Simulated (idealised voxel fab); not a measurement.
process module | voxel self aligned vias
cross-section cut | 235 nm wide | cells 5 nm
A cross-section is a grid of square cells, given in bands from the top down. A band is one or more rows of cells.
Each band's line starts with the height of the band's top and of its bottom, in nm. Then come its materials from left to right, each with its width in nm. One material with "throughout" fills the band from edge to edge. "air" is empty space.
Height 0 is the level under which the wafer as received is all one material. The lowest band goes on downwards, as in "0 down".
A width such as "30 to 40" changes by the same amount from each row of cells to the next, from the band's top row to its bottom row.
"no change" after a step means that no cell of the cross-section changed.
closed voids: empty space of 8 cells or more with no open way to the top, each as width x height at its distance from the left edge, in nm
after a step's settings: what the simulator itself notes on the step
overlay nm, on a step with a mask: how far to the right of its planned place the mask lay; to the left if negative
plan
1 op RECEIVE | material Si
2 op CONFORMAL_DEP | material SiO2 | thk nm 15
3 op CONFORMAL_DEP | material SiCN | thk nm 5
4 op DIRECTIONAL_DEP | material SiO2 | thk nm 30
5 op MASKED_ETCH | tone open | mask id LINES | width nm 30 | pitch nm 65 | etch materials SiO2 | depth nm 30 | overlay nm 0
6 op CONFORMAL_DEP | material TiN | thk nm 5
7 op FILL_DEP | material Ru | thk nm 10
8 op CMP | height nm 50
9 op SELECTIVE_ETCH | etch materials W Ru TiN | depth nm 5
10 op FILL_DEP | material SiN | thk nm 5
11 op CMP | height nm 50
12 op DIRECTIONAL_DEP | material SiO2 | thk nm 20
13 op DIRECTIONAL_DEP | material aC | thk nm 10
14 op PATTERN | tone open | mask id VIAS | material resist | width nm 40 | pitch nm 65 | thk nm 25 | overlay nm 0
15 op DIRECTIONAL_ETCH | etch materials aC | depth nm 10
16 op STRIP | etch materials resist
17 op DIRECTIONAL_ETCH | etch materials SiO2 | depth nm 20
18 op DIRECTIONAL_ETCH | etch materials SiN | depth nm 5
19 op STRIP | etch materials aC
20 op CONFORMAL_DEP | material TiN | thk nm 5
21 op FILL_DEP | material W | thk nm 5
22 op CMP | height nm 70
23 op CONFORMAL_DEP | material SiN | thk nm 5
as received, after step 1
  0 down: Si throughout
  closed voids: none
a wafer at the end: this start, this plan, one mistake
  75 to 70: SiN throughout
  70 to 50: SiO2 65 | TiN 5 | W 30 | TiN 5 | SiO2 25 | TiN 5 | W 30 | TiN 5 | SiO2 65
  50 to 45: SiO2 65 | TiN 40 | SiO2 25 | TiN 40 | SiO2 65
  45 to 30: SiO2 65 | TiN 10 | Ru 20 | TiN 10 | SiO2 25 | TiN 10 | Ru 20 | TiN 10 | SiO2 65
  30 to 25: SiO2 70 | TiN 5 | Ru 20 | TiN 5 | SiO2 35 | TiN 5 | Ru 20 | TiN 5 | SiO2 70
  25 to 20: SiO2 70 | TiN 30 | SiO2 35 | TiN 30 | SiO2 70
  20 to 15: SiCN throughout
  15 to 0: SiO2 throughout
  0 down: Si throughout
  closed voids: none
what went wrong: step 17 was run twice
